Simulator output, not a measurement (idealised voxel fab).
You're looking at the process module voxel air gaps.
Cross-section cut: width 240 nm, square cells of 5 nm.
Cross-section, as written here: a square-cell grid given band by band from the top down, where a band holds one or more rows of cells.
Basically the band line says how high the top is and how high the bottom is, in nm, and then what's in it from left to right, every material with its width in nm. Empty space shows up as "empty", and if a single material carries "everywhere" it runs the full band edge to edge.
Where do heights start? At 0: under that level the wafer as delivered is made of one material only. And the lowest band has no floor; it just carries on downward, as in "top 0, no bottom".
Graded width ("30->40"): value in top row of band = first number; value in bottom row = second number; row-to-row change constant.
Any step labelled "no alterations made" changed none of the cells in the cross-section.
The entry titled "closed voids" provides the empty spaces that have no open way to the top, restricted to those of 8 cells or more. Each is presented as width x height at distance, the distance being measured from the left edge, with all three in nm.
It should be noted that, on the line of a given step, the content following the step's settings is a remark produced by the simulator itself with respect to that step.
overlay nm: right-of-plan distance of the mask on a masked step; negative values mean left-of-plan.

plan
- 1: RECEIVE | material Si
- 2: CONFORMAL_DEP | material SiO2 | thk nm 10
- 3: CONFORMAL_DEP | material SiCN | thk nm 5
- 4: DIRECTIONAL_DEP | material SiO2 | thk nm 40
- 5: MASKED_ETCH | tone open | mask id LINES | width nm 15 | pitch nm 45 | etch materials SiO2 | depth nm 40 | overlay nm 0
- 6: CONFORMAL_DEP | material TiN | thk nm 5
- 7: FILL_DEP | material Cu | thk nm 10
- 8: CMP | height nm 55
- 9: EPI | material Ru | thk nm 10
- 10: SELECTIVE_ETCH | etch materials SiO2 | depth nm 50
- 11: CONFORMAL_DEP | material SiCN | thk nm 5

Below: the first of two wafers, run as planned

Cross-section of the wafer at receipt, which is the condition after step 1
> top 0, no bottom | Si everywhere
> closed voids: none

After step 2, in cross-section
> top 10, bottom 0 | SiO2 everywhere
> Whatever lies below 0 is exactly as it was before.

After step 3, in cross-section
> top 15, bottom 10 | SiCN everywhere
> Whatever lies below 10 is exactly as it was before.

After step 4, in cross-section
> top 55, bottom 15 | SiO2 everywhere
> Whatever lies below 15 is exactly as it was before.

After step 5, in cross-section
> top 55, bottom 15 | SiO2 (45)  empty (15)  SiO2 (30)  empty (15)  SiO2 (30)  empty (15)  SiO2 (30)  empty (15)  SiO2 (45)
> Whatever lies below 15 is exactly as it was before.

After step 6, in cross-section
> top 60, bottom 55 | TiN (50)  empty (5)  TiN (40)  empty (5)  TiN (40)  empty (5)  TiN (40)  empty (5)  TiN (50)
> top 55, bottom 20 | SiO2 (45)  TiN (5)  empty (5)  TiN (5)  SiO2 (30)  TiN (5)  empty (5)  TiN (5)  SiO2 (30)  TiN (5)  empty (5)  TiN (5)  SiO2 (30)  TiN (5)  empty (5)  TiN (5)  SiO2 (45)
> top 20, bottom 15 | SiO2 (45)  TiN (15)  SiO2 (30)  TiN (15)  SiO2 (30)  TiN (15)  SiO2 (30)  TiN (15)  SiO2 (45)
> Whatever lies below 15 is exactly as it was before.

After step 7, in cross-section
> top 70, bottom 60 | Cu everywhere
> top 60, bottom 55 | TiN (50)  Cu (5)  TiN (40)  Cu (5)  TiN (40)  Cu (5)  TiN (40)  Cu (5)  TiN (50)
> top 55, bottom 20 | SiO2 (45)  TiN (5)  Cu (5)  TiN (5)  SiO2 (30)  TiN (5)  Cu (5)  TiN (5)  SiO2 (30)  TiN (5)  Cu (5)  TiN (5)  SiO2 (30)  TiN (5)  Cu (5)  TiN (5)  SiO2 (45)
> Whatever lies below 20 is exactly as it was before.

After step 8, in cross-section
> top 55, bottom 20 | SiO2 (45)  TiN (5)  Cu (5)  TiN (5)  SiO2 (30)  TiN (5)  Cu (5)  TiN (5)  SiO2 (30)  TiN (5)  Cu (5)  TiN (5)  SiO2 (30)  TiN (5)  Cu (5)  TiN (5)  SiO2 (45)
> Whatever lies below 20 is exactly as it was before.

After step 9, in cross-section
> top 65, bottom 55 | empty (35)  Ru (35)  empty (10)  Ru (35)  empty (10)  Ru (35)  empty (10)  Ru (35)  empty (35)
> Whatever lies below 55 is exactly as it was before.

After step 10, in cross-section
> top 65, bottom 55 | empty (35)  Ru (35)  empty (10)  Ru (35)  empty (10)  Ru (35)  empty (10)  Ru (35)  empty (35)
> top 55, bottom 20 | empty (45)  TiN (5)  Cu (5)  TiN (5)  empty (30)  TiN (5)  Cu (5)  TiN (5)  empty (30)  TiN (5)  Cu (5)  TiN (5)  empty (30)  TiN (5)  Cu (5)  TiN (5)  empty (45)
> top 20, bottom 15 | empty (45)  TiN (15)  empty (30)  TiN (15)  empty (30)  TiN (15)  empty (30)  TiN (15)  empty (45)
> Whatever lies below 15 is exactly as it was before.

After step 11, in cross-section
> top 70, bottom 65 | empty (30)  SiCN (180)  empty (30)
> top 65, bottom 55 | empty (30)  SiCN (5)  Ru (35)  SiCN (10)  Ru (35)  SiCN (10)  Ru (35)  SiCN (10)  Ru (35)  SiCN (5)  empty (30)
> top 55, bottom 50 | empty (30)  SiCN (15)  TiN (5)  Cu (5)  TiN (5)  SiCN (30)  TiN (5)  Cu (5)  TiN (5)  SiCN (30)  TiN (5)  Cu (5)  TiN (5)  SiCN (30)  TiN (5)  Cu (5)  TiN (5)  SiCN (15)  empty (30)
> top 50, bottom 20 | empty (40)  SiCN (5)  TiN (5)  Cu (5)  TiN (5)  SiCN (5)  empty (20)  SiCN (5)  TiN (5)  Cu (5)  TiN (5)  SiCN (5)  empty (20)  SiCN (5)  TiN (5)  Cu (5)  TiN (5)  SiCN (5)  empty (20)  SiCN (5)  TiN (5)  Cu (5)  TiN (5)  SiCN (5)  empty (40)
> top 20, bottom 15 | SiCN (45)  TiN (15)  SiCN (30)  TiN (15)  SiCN (30)  TiN (15)  SiCN (30)  TiN (15)  SiCN (45)
> Whatever lies below 15 is exactly as it was before.
> closed voids: 20 x 30 at 65; 20 x 30 at 110; 20 x 30 at 155

Wafer two of the pair: same origin, same plan, one error during the run; identical to wafer one up to and including step 7

Look at the second wafer in cross-section at the time step 8 ought to have finished: no alterations made

Look at the second wafer in cross-section at the time step 9 ought to have finished
> top 80, bottom 70 | Ru everywhere
> Whatever lies below 70 is exactly as it was before.

Look at the second wafer in cross-section at the time step 10 ought to have finished: no alterations made

Look at the second wafer in cross-section at the time step 11 ought to have finished
> top 85, bottom 80 | SiCN everywhere
> Whatever lies below 80 is exactly as it was before.
what went wrong: step 8 of the plan was excluded from execution and never run
Per the end-of-run cell counts, the second wafer holds more or fewer of some materials than the first: Cu: 100 more | Ru: 40 more | SiCN: 112 fewer | SiO2: 288 more | TiN: 44 more
The closed voids present at the end amount to 3 for the first wafer and 0 for the second wafer.
